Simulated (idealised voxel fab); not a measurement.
Process module heading - voxel plated lines
We display cut, a cross-section 255 nm in width whose square cells are each 5 nm.
For the purposes of this document, a cross-section shall be understood as a grid of square cells, specified as bands listed in top-to-bottom order, each band consisting of one or more rows of cells.
It is stipulated that each band's entry specify, in nanometres, the height of the top of the band and then that of its bottom, followed by the materials of the band in left-to-right sequence, each together with its width in nanometres. A single material marked by the word "everywhere" is understood to fill the band from edge to edge; the word "blank" is understood to denote empty space.
Measure heights from 0. That's the level where, below it, the as-received wafer is all one material. The lowest band is bottomless and extends downward; write it as in "z 0 and below".
Graded width ("30 to 40"): value in top row of band = first number; value in bottom row = second number; row-to-row change constant.
The designation "nothing altered", where it is given for a processing step, indicates that no cell of the cross-section was altered in the course of that step.
Sealed void listing: empty space of 8 cells or more with no open way to the top, each as width x height at its distance from the left edge, in nm
On a step's line, text after the settings is the simulator commenting on that step.
overlay nm: mask offset rightward from planned place, masked step; negative means leftward offset.

Set out below are the planned steps of the process:
1) op RECEIVE | material Si
2) op CONFORMAL_DEP | material Al2O3 | thk nm 10
3) op DIRECTIONAL_DEP | material TiN | thk nm 5
4) op PATTERN | tone open | mask id LINES | material resist | width nm 15 | pitch nm 50 | thk nm 20 | overlay nm 0
5) op EPI | material Ru | thk nm 5
6) op STRIP | etch materials resist
7) op DIRECTIONAL_ETCH | etch materials TiN | depth nm 5
8) op CONFORMAL_DEP | material SiCN | thk nm 5
Every wafer here starts from the same state; it is the step 4 width nm that distinguishes them, and the value the plan gives belongs to the first wafer.

The first of several wafers as received, shown in cross-section; this is its state after step 1:
> z 0 and below | Si everywhere
> Sealed void listing: none

The first of several wafers, seen in cross-section after the module's last step, step 8:
> z 25 to 20 | 90 of blank / 25 of SiCN / 25 of blank / 25 of SiCN / 90 of blank
> z 20 to 15 | 90 of blank / 5 of SiCN / 15 of Ru / 5 of SiCN / 25 of blank / 5 of SiCN / 15 of Ru / 5 of SiCN / 90 of blank
> z 15 to 10 | 95 of SiCN / 15 of TiN / 35 of SiCN / 15 of TiN / 95 of SiCN
> z 10 to 0 | Al2O3 everywhere
> z 0 and below | Si everywhere
> Sealed void listing: none

Cross-section, module end, final of several wafers:
> z 25 to 20 | 80 of blank / 45 of SiCN / 5 of blank / 45 of SiCN / 80 of blank
> z 20 to 15 | 80 of blank / 5 of SiCN / 35 of Ru / 5 of SiCN / 5 of blank / 5 of SiCN / 35 of Ru / 5 of SiCN / 80 of blank
> z 15 to 10 | 85 of SiCN / 35 of TiN / 15 of SiCN / 35 of TiN / 85 of SiCN
> z 10 to 0 | Al2O3 everywhere
> z 0 and below | Si everywhere
> Sealed void listing: none

So in this table every wafer gets its own row, and what you see is where it stands at the end of the module: for each material, how many cells it picked up (+) or gave up (-) since we received it, and after that its closed voids:
width nm 15; +102 Al2O3; +6 Ru; +59 SiCN; +6 TiN; Sealed void listing: none
width nm 20; +102 Al2O3; +8 Ru; +59 SiCN; +8 TiN; Sealed void listing: none
width nm 25; +102 Al2O3; +10 Ru; +59 SiCN; +10 TiN; Sealed void listing: none
width nm 30; +102 Al2O3; +12 Ru; +59 SiCN; +12 TiN; Sealed void listing: none
width nm 35; +102 Al2O3; +14 Ru; +59 SiCN; +14 TiN; Sealed void listing: none
